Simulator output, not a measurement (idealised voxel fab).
Process module heading - voxel self aligned contacts
Pictured: cross-section cut, 265 nm wide, on a grid of 5 nm square cells.
Cross-section, as written here: a square-cell grid given band by band from the top down, where a band holds one or more rows of cells. The entry gives the band's vertical extent as a top height and a bottom height in nm, then its horizontal make-up as materials from left to right, each with a width in nm. "air" stands for empty space; a single material marked "edge to edge" fills the band edge to edge. Below 0: as-received wafer, all one material; heights counted from there. Lowest band: no bottom, goes on down, written "from 0 down". A width such as "30 to 40" changes by the same amount from each row of cells to the next, from the band's top row to its bottom row. Reading "no modifications" for a step: not a cell of the cross-section changed in it. The entry "Trapped cavities" lists the empty spaces that cover at least 8 cells and have no open path to the top. Each is written as width x height at distance, where the distance is measured from the left edge and all three values are in nm. That trailing text on a step's line, after the settings, is the simulator's own remark on the step. Regarding "overlay nm": on a step with a mask, it is the distance the mask lay to the right of its planned place; a negative value places it to the left.

-- Below is the list of planned process steps
1) op RECEIVE | material Si
2) op CONFORMAL_DEP | material SiO2 | thk nm 5
3) op DIRECTIONAL_DEP | material polySi | thk nm 30
4) op DIRECTIONAL_DEP | material SiN | thk nm 15
5) op DIRECTIONAL_DEP | material aC | thk nm 15
6) op PATTERN | tone cover | mask id GATE | material resist | width nm 25 | pitch nm 50 | thk nm 30 | overlay nm 0
7) op DIRECTIONAL_ETCH | etch materials aC | depth nm 15
8) op STRIP | etch materials resist
9) op DIRECTIONAL_ETCH | etch materials SiN | depth nm 15
10) op DIRECTIONAL_ETCH | etch materials polySi | depth nm 30
11) op STRIP | etch materials aC
12) op CONFORMAL_DEP | material SiN | thk nm 5
13) op DIRECTIONAL_ETCH | etch materials SiN | depth nm 5
14) op FILL_DEP | material SiO2 | thk nm 15
15) op CMP | height nm 55
16) op DIRECTIONAL_DEP | material aC | thk nm 10
17) op PATTERN | tone open | mask id CONTACT | material resist | width nm 35 | thk nm 30 | overlay nm 0
18) op DIRECTIONAL_ETCH | etch materials aC | depth nm 10
19) op STRIP | etch materials resist
20) op DIRECTIONAL_ETCH | etch materials SiO2 | depth nm 55
21) op STRIP | etch materials aC
22) op CONFORMAL_DEP | material TiN | thk nm 5
23) op FILL_DEP | material W | thk nm 5
24) op CMP | height nm 55
25) op CONFORMAL_DEP | material SiN | thk nm 5

-- Wafer, first of two, run as planned

-- Shown in cross-section is the wafer as received, that is, as it stands after step 1
from 0 down = Si edge to edge
Trapped cavities: none

-- Sectional view: wafer, after step 2
from 5 to 0 = SiO2 edge to edge
Below 0, the layers are the same as they were.

-- Sectional view: wafer, after step 3
from 35 to 5 = polySi edge to edge
Below 5, the layers are the same as they were.

-- Sectional view: wafer, after step 4
from 50 to 35 = SiN edge to edge
Below 35, the layers are the same as they were.

-- Sectional view: wafer, after step 5
from 65 to 50 = aC edge to edge
Below 50, the layers are the same as they were.

-- Sectional view: wafer, after step 6
from 95 to 65 = 95 air, then 25 resist, then 25 air, then 25 resist, then 95 air
Below 65, the layers are the same as they were.

-- Sectional view: wafer, after step 7
from 80 to 65 = 95 air, then 25 resist, then 25 air, then 25 resist, then 95 air
from 65 to 50 = 95 air, then 25 aC, then 25 air, then 25 aC, then 95 air
Below 50, the layers are the same as they were.

-- Sectional view: wafer, after step 8
from 65 to 50 = 95 air, then 25 aC, then 25 air, then 25 aC, then 95 air
Below 50, the layers are the same as they were.

-- Sectional view: wafer, after step 9
from 65 to 50 = 95 air, then 25 aC, then 25 air, then 25 aC, then 95 air
from 50 to 35 = 95 air, then 25 SiN, then 25 air, then 25 SiN, then 95 air
Below 35, the layers are the same as they were.

-- Sectional view: wafer, after step 10
from 65 to 50 = 95 air, then 25 aC, then 25 air, then 25 aC, then 95 air
from 50 to 35 = 95 air, then 25 SiN, then 25 air, then 25 SiN, then 95 air
from 35 to 5 = 95 air, then 25 polySi, then 25 air, then 25 polySi, then 95 air
Below 5, the layers are the same as they were.

-- Sectional view: wafer, after step 11
from 50 to 35 = 95 air, then 25 SiN, then 25 air, then 25 SiN, then 95 air
Below 35, the layers are the same as they were.

-- Sectional view: wafer, after step 12
from 55 to 35 = 90 air, then 35 SiN, then 15 air, then 35 SiN, then 90 air
from 35 to 10 = 90 air, then 5 SiN, then 25 polySi, then 5 SiN, then 15 air, then 5 SiN, then 25 polySi, then 5 SiN, then 90 air
from 10 to 5 = 95 SiN, then 25 polySi, then 25 SiN, then 25 polySi, then 95 SiN
Below 5, the layers are the same as they were.

-- Sectional view: wafer, after step 13
from 50 to 35 = 90 air, then 35 SiN, then 15 air, then 35 SiN, then 90 air
from 35 to 5 = 90 air, then 5 SiN, then 25 polySi, then 5 SiN, then 15 air, then 5 SiN, then 25 polySi, then 5 SiN, then 90 air
Below 5, the layers are the same as they were.

-- Sectional view: wafer, after step 14
from 65 to 50 = SiO2 edge to edge
from 50 to 35 = 90 SiO2, then 35 SiN, then 15 SiO2, then 35 SiN, then 90 SiO2
from 35 to 5 = 90 SiO2, then 5 SiN, then 25 polySi, then 5 SiN, then 15 SiO2, then 5 SiN, then 25 polySi, then 5 SiN, then 90 SiO2
Below 5, the layers are the same as they were.

-- Sectional view: wafer, after step 15
from 55 to 50 = SiO2 edge to edge
Below 50, the layers are the same as they were.

-- Sectional view: wafer, after step 16
from 65 to 55 = aC edge to edge
Below 55, the layers are the same as they were.

-- Sectional view: wafer, after step 17
from 95 to 65 = 115 resist, then 35 air, then 115 resist
Below 65, the layers are the same as they were.

-- Sectional view: wafer, after step 18
from 85 to 65 = 115 resist, then 35 air, then 115 resist
from 65 to 55 = 115 aC, then 35 air, then 115 aC
Below 55, the layers are the same as they were.

-- Sectional view: wafer, after step 19
from 65 to 55 = 115 aC, then 35 air, then 115 aC
Below 55, the layers are the same as they were.

-- Sectional view: wafer, after step 20
from 65 to 55 = 115 aC, then 35 air, then 115 aC
from 55 to 50 = 115 SiO2, then 35 air, then 115 SiO2
from 50 to 35 = 90 SiO2, then 35 SiN, then 15 air, then 35 SiN, then 90 SiO2
from 35 to 5 = 90 SiO2, then 5 SiN, then 25 polySi, then 5 SiN, then 15 air, then 5 SiN, then 25 polySi, then 5 SiN, then 90 SiO2
from 5 to 0 = 125 SiO2, then 15 air, then 125 SiO2
Below 0, the layers are the same as they were.

-- Sectional view: wafer, after step 21
from 55 to 50 = 115 SiO2, then 35 air, then 115 SiO2
Below 50, the layers are the same as they were.

-- Sectional view: wafer, after step 22
from 60 to 55 = 120 TiN, then 25 air, then 120 TiN
from 55 to 50 = 115 SiO2, then 15 TiN, then 5 air, then 15 TiN, then 115 SiO2
from 50 to 35 = 90 SiO2, then 35 SiN, then 5 TiN, then 5 air, then 5 TiN, then 35 SiN, then 90 SiO2
from 35 to 5 = 90 SiO2, then 5 SiN, then 25 polySi, then 5 SiN, then 5 TiN, then 5 air, then 5 TiN, then 5 SiN, then 25 polySi, then 5 SiN, then 90 SiO2
from 5 to 0 = 125 SiO2, then 15 TiN, then 125 SiO2
Below 0, the layers are the same as they were.

-- Sectional view: wafer, after step 23
from 65 to 60 = W edge to edge
from 60 to 55 = 120 TiN, then 25 W, then 120 TiN
from 55 to 50 = 115 SiO2, then 15 TiN, then 5 W, then 15 TiN, then 115 SiO2
from 50 to 35 = 90 SiO2, then 35 SiN, then 5 TiN, then 5 W, then 5 TiN, then 35 SiN, then 90 SiO2
from 35 to 5 = 90 SiO2, then 5 SiN, then 25 polySi, then 5 SiN, then 5 TiN, then 5 W, then 5 TiN, then 5 SiN, then 25 polySi, then 5 SiN, then 90 SiO2
Below 5, the layers are the same as they were.

-- Sectional view: wafer, after step 24
from 55 to 50 = 115 SiO2, then 15 TiN, then 5 W, then 15 TiN, then 115 SiO2
Below 50, the layers are the same as they were.

-- Sectional view: wafer, after step 25
from 60 to 55 = SiN edge to edge
Below 55, the layers are the same as they were.

-- It is to be noted that the second wafer proceeded from the same initial state and according to the same plan as the first, although one mistake was committed in its execution; through step 5, inclusive, the two wafers share an identical history

-- Second wafer, cut view, end of step 6 per plan
from 95 to 65 = 100 air, then 25 resist, then 25 air, then 25 resist, then 90 air
Below 65, the layers are the same as they were.

-- Second wafer, cut view, end of step 7 per plan
from 80 to 65 = 100 air, then 25 resist, then 25 air, then 25 resist, then 90 air
from 65 to 50 = 100 air, then 25 aC, then 25 air, then 25 aC, then 90 air
Below 50, the layers are the same as they were.

-- Second wafer, cut view, end of step 8 per plan
from 65 to 50 = 100 air, then 25 aC, then 25 air, then 25 aC, then 90 air
Below 50, the layers are the same as they were.

-- Second wafer, cut view, end of step 9 per plan
from 65 to 50 = 100 air, then 25 aC, then 25 air, then 25 aC, then 90 air
from 50 to 35 = 100 air, then 25 SiN, then 25 air, then 25 SiN, then 90 air
Below 35, the layers are the same as they were.

-- Second wafer, cut view, end of step 10 per plan
from 65 to 50 = 100 air, then 25 aC, then 25 air, then 25 aC, then 90 air
from 50 to 35 = 100 air, then 25 SiN, then 25 air, then 25 SiN, then 90 air
from 35 to 5 = 100 air, then 25 polySi, then 25 air, then 25 polySi, then 90 air
Below 5, the layers are the same as they were.

-- Second wafer, cut view, end of step 11 per plan
from 50 to 35 = 100 air, then 25 SiN, then 25 air, then 25 SiN, then 90 air
Below 35, the layers are the same as they were.

-- Second wafer, cut view, end of step 12 per plan
from 55 to 35 = 95 air, then 35 SiN, then 15 air, then 35 SiN, then 85 air
from 35 to 10 = 95 air, then 5 SiN, then 25 polySi, then 5 SiN, then 15 air, then 5 SiN, then 25 polySi, then 5 SiN, then 85 air
from 10 to 5 = 100 SiN, then 25 polySi, then 25 SiN, then 25 polySi, then 90 SiN
Below 5, the layers are the same as they were.

-- Second wafer, cut view, end of step 13 per plan
from 50 to 35 = 95 air, then 35 SiN, then 15 air, then 35 SiN, then 85 air
from 35 to 5 = 95 air, then 5 SiN, then 25 polySi, then 5 SiN, then 15 air, then 5 SiN, then 25 polySi, then 5 SiN, then 85 air
Below 5, the layers are the same as they were.

-- Second wafer, cut view, end of step 14 per plan
from 65 to 50 = SiO2 edge to edge
from 50 to 35 = 95 SiO2, then 35 SiN, then 15 SiO2, then 35 SiN, then 85 SiO2
from 35 to 5 = 95 SiO2, then 5 SiN, then 25 polySi, then 5 SiN, then 15 SiO2, then 5 SiN, then 25 polySi, then 5 SiN, then 85 SiO2
Below 5, the layers are the same as they were.

-- Second wafer, cut view, end of step 15 per plan
from 55 to 50 = SiO2 edge to edge
Below 50, the layers are the same as they were.

-- Second wafer, cut view, end of step 16 per plan
from 65 to 55 = aC edge to edge
Below 55, the layers are the same as they were.

-- Second wafer, cut view, end of step 17 per plan
from 95 to 65 = 115 resist, then 35 air, then 115 resist
Below 65, the layers are the same as they were.

-- Second wafer, cut view, end of step 18 per plan
from 85 to 65 = 115 resist, then 35 air, then 115 resist
from 65 to 55 = 115 aC, then 35 air, then 115 aC
Below 55, the layers are the same as they were.

-- Second wafer, cut view, end of step 19 per plan
from 65 to 55 = 115 aC, then 35 air, then 115 aC
Below 55, the layers are the same as they were.

-- Second wafer, cut view, end of step 20 per plan
from 65 to 55 = 115 aC, then 35 air, then 115 aC
from 55 to 50 = 115 SiO2, then 35 air, then 115 SiO2
from 50 to 35 = 95 SiO2, then 35 SiN, then 15 air, then 35 SiN, then 85 SiO2
from 35 to 5 = 95 SiO2, then 5 SiN, then 25 polySi, then 5 SiN, then 15 air, then 5 SiN, then 25 polySi, then 5 SiN, then 85 SiO2
from 5 to 0 = 130 SiO2, then 15 air, then 120 SiO2
Below 0, the layers are the same as they were.

-- Second wafer, cut view, end of step 21 per plan
from 55 to 50 = 115 SiO2, then 35 air, then 115 SiO2
Below 50, the layers are the same as they were.

-- Second wafer, cut view, end of step 22 per plan
from 60 to 55 = 120 TiN, then 25 air, then 120 TiN
from 55 to 50 = 115 SiO2, then 20 TiN, then 5 air, then 10 TiN, then 115 SiO2
from 50 to 35 = 95 SiO2, then 35 SiN, then 5 TiN, then 5 air, then 5 TiN, then 35 SiN, then 85 SiO2
from 35 to 5 = 95 SiO2, then 5 SiN, then 25 polySi, then 5 SiN, then 5 TiN, then 5 air, then 5 TiN, then 5 SiN, then 25 polySi, then 5 SiN, then 85 SiO2
from 5 to 0 = 130 SiO2, then 15 TiN, then 120 SiO2
Below 0, the layers are the same as they were.

-- Second wafer, cut view, end of step 23 per plan
from 65 to 60 = W edge to edge
from 60 to 55 = 120 TiN, then 25 W, then 120 TiN
from 55 to 50 = 115 SiO2, then 20 TiN, then 5 W, then 10 TiN, then 115 SiO2
from 50 to 35 = 95 SiO2, then 35 SiN, then 5 TiN, then 5 W, then 5 TiN, then 35 SiN, then 85 SiO2
from 35 to 5 = 95 SiO2, then 5 SiN, then 25 polySi, then 5 SiN, then 5 TiN, then 5 W, then 5 TiN, then 5 SiN, then 25 polySi, then 5 SiN, then 85 SiO2
Below 5, the layers are the same as they were.

-- Second wafer, cut view, end of step 24 per plan
from 55 to 50 = 115 SiO2, then 20 TiN, then 5 W, then 10 TiN, then 115 SiO2
Below 50, the layers are the same as they were.

-- Second wafer, cut view, end of step 25 per plan
from 60 to 55 = SiN edge to edge
Below 55, the layers are the same as they were.
What broke from the plan during processing? step 6 off recipe, ran as op PATTERN | tone cover | mask id GATE | material resist | width nm 25 | pitch nm 50 | thk nm 30 | overlay nm 5
Tallied in cells, the final second wafer holds each material in the same quantity as the first, although not at the same places.
